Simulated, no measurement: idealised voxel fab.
This is a process module. Its name is voxel ribs on slabs.
Cross-sectional view cut (width: 155 nm; square cell size: 5 nm).
The cross-sections in this document take the form of a grid made of square cells. They are written out as bands, in order from top to bottom. Each band consists of one or more rows of cells.
In this notation a band is specified by the heights of its top and bottom, in that order and in nm, after which its materials appear from left to right, each paired with its width in nm. The word "all across" attached to a single material means that material fills the band from edge to edge; the word "empty" stands for empty space.
Heights from 0 (as-received wafer is one material below). Bottom band endless downward, as "0 down".
Top row gets the first number, bottom row gets the second, and each row in between changes by the same step: that is how a band width like "30->40" works.
For the purposes of this document, the phrase "left unchanged" attached to a step denotes that no cell within the cross-section was modified by that step.
Closed empty spaces (no open way to the top) of 8 cells or more are what "Closed cavity list" lists, each as width x height at distance from the left edge, nm for all three.
Step line, after settings: the simulator's comment on this step.
Among the settings permitted on a step's line is "overlay nm"; applied to a step with a mask, it specifies the extent to which the mask lay to the right of its planned position, whereas a negative figure signifies a position to the left.
## Here's what the planned process steps look like
1. RECEIVE, material Si
2. DIRECTIONAL_DEP, material SiO2, thk nm 30
3. DIRECTIONAL_DEP, material polySi, thk nm 25
4. PATTERN, tone cover, mask id RIB, material resist, width nm 30, thk nm 15, overlay nm 0
5. DIRECTIONAL_ETCH, etch materials polySi, depth nm 10
6. STRIP, etch materials resist
7. MASKED_ETCH, tone cover, mask id SLAB, width nm 60, etch materials polySi, depth nm 15, overlay nm 0
8. FILL_DEP, material SiO2, thk nm 25
9. CMP, height nm 70
10. DIRECTIONAL_DEP, material W, thk nm 10
11. PATTERN, tone cover, mask id HEATER, material resist, width nm 40, thk nm 15, overlay nm 0
12. DIRECTIONAL_ETCH, etch materials W, depth nm 10
13. STRIP, etch materials resist
14. CONFORMAL_DEP, material SiO2, thk nm 10
## Cross-section of the wafer at receipt, which is the condition after step 1
	0 down: Si all across
	Closed cavity list: none
## Cross-section, first of two wafers, end of module, run as planned
	90 to 80: 45 nm empty, 60 nm SiO2, 50 nm empty
	80 to 70: 55 nm SiO2, 40 nm W, 60 nm SiO2
	70 to 55: SiO2 all across
	55 to 45: 60 nm SiO2, 30 nm polySi, 65 nm SiO2
	45 to 30: 45 nm SiO2, 60 nm polySi, 50 nm SiO2
	30 to 0: SiO2 all across
	0 down: Si all across
	Closed cavity list: none
## Same start, same plan as the first wafer - but one mistake in the run. Cross-section of the second of the two at the end of the module
	90 to 80: 45 nm empty, 60 nm SiO2, 50 nm empty
	80 to 70: 55 nm SiO2, 40 nm W, 60 nm SiO2
	70 to 25: SiO2 all across
	25 to 0: polySi all across
	0 down: Si all across
	Closed cavity list: none
What went wrong in running the wafer? the processing plan was not followed for steps 2 and 3, which were run with their positions exchanged
Materials where the second wafer ends with more or fewer cells than the first: -107 SiO2 | +107 polySi
